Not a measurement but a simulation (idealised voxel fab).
Proc. module: voxel air gaps
Pictured: cross-section cut, 210 nm wide, on a grid of 5 nm square cells.
In what follows, cross-sections appear as grids of square cells, described through bands that run from the top down, where every band is one or more rows of cells.
Per band: top height and bottom height in nm, followed by the left-to-right materials and their widths in nm; "everywhere" marks a single material spanning edge to edge, "blank" marks empty space.
Heads up on the height convention: 0 is the point under which the incoming wafer is all one material, and the lowest band has no bottom, it just keeps going down, like "from 0 down".
Graded width ("30 to 40"): value in top row of band = first number; value in bottom row = second number; row-to-row change constant.
"nothing altered" for a step: no cell of the cross-section changed in that step.
Empty spaces counting at least 8 cells and having no open way to the top are listed in "Voids, sealed". The notation width x height at distance is used for each, the distance being from the left edge and all three values in nm.
after a step's settings: what the simulator itself notes on the step
The line of a step may include "overlay nm". On a step with a mask, this value is how far to the right of its planned place the mask lay. A negative value means the mask lay to the left.

## Listed below are the process steps as planned
| 1 | RECEIVE,material Si |
| 2 | CONFORMAL_DEP,material SiO2,thk nm 15 |
| 3 | CONFORMAL_DEP,material SiCN,thk nm 5 |
| 4 | DIRECTIONAL_DEP,material SiO2,thk nm 40 |
| 5 | DIRECTIONAL_DEP,material aC,thk nm 15 |
| 6 | PATTERN,tone open,mask id LINES,material resist,width nm 20,pitch nm 50,thk nm 35,overlay nm 0 |
| 7 | DIRECTIONAL_ETCH,etch materials aC,depth nm 5 |
| 8 | STRIP,etch materials resist |
| 9 | DIRECTIONAL_ETCH,etch materials SiO2,depth nm 40 |
| 10 | STRIP,etch materials aC |
| 11 | CONFORMAL_DEP,material TiN,thk nm 5 |
| 12 | FILL_DEP,material Ru,thk nm 10 |
| 13 | CMP,height nm 60 |
| 14 | EPI,material Ru,thk nm 10 |
| 15 | SELECTIVE_ETCH,etch materials SiO2,depth nm 50 |
| 16 | CONFORMAL_DEP,material SiCN,thk nm 5 |
Quick note for whoever runs this: the wafers start identical, but the depth nm at step 7 isn't the same across them. The plan just shows what the first wafer had.

## Incoming state of the first of several wafers in cross-section: after step 1
  from 0 down  Si everywhere
  Voids, sealed: none

## Take any row and you have a wafer at the end of the module: how many cells of each material it has gained (+) or lost (-) since it was received, and then its closed voids
depth nm 5 | +84 SiCN | +126 SiO2 | Voids, sealed: none
depth nm 10 | +84 SiCN | +126 SiO2 | Voids, sealed: none
depth nm 15 | +120 Ru | +196 SiCN | +126 SiO2 | +72 TiN | Voids, sealed: 20 x 30 at 45; 20 x 30 at 95; 20 x 30 at 145
depth nm 20 | +120 Ru | +196 SiCN | +126 SiO2 | +72 TiN | Voids, sealed: 20 x 30 at 45; 20 x 30 at 95; 20 x 30 at 145
depth nm 25 | +120 Ru | +196 SiCN | +126 SiO2 | +72 TiN | Voids, sealed: 20 x 30 at 45; 20 x 30 at 95; 20 x 30 at 145
depth nm 30 | +120 Ru | +196 SiCN | +126 SiO2 | +72 TiN | Voids, sealed: 20 x 30 at 45; 20 x 30 at 95; 20 x 30 at 145
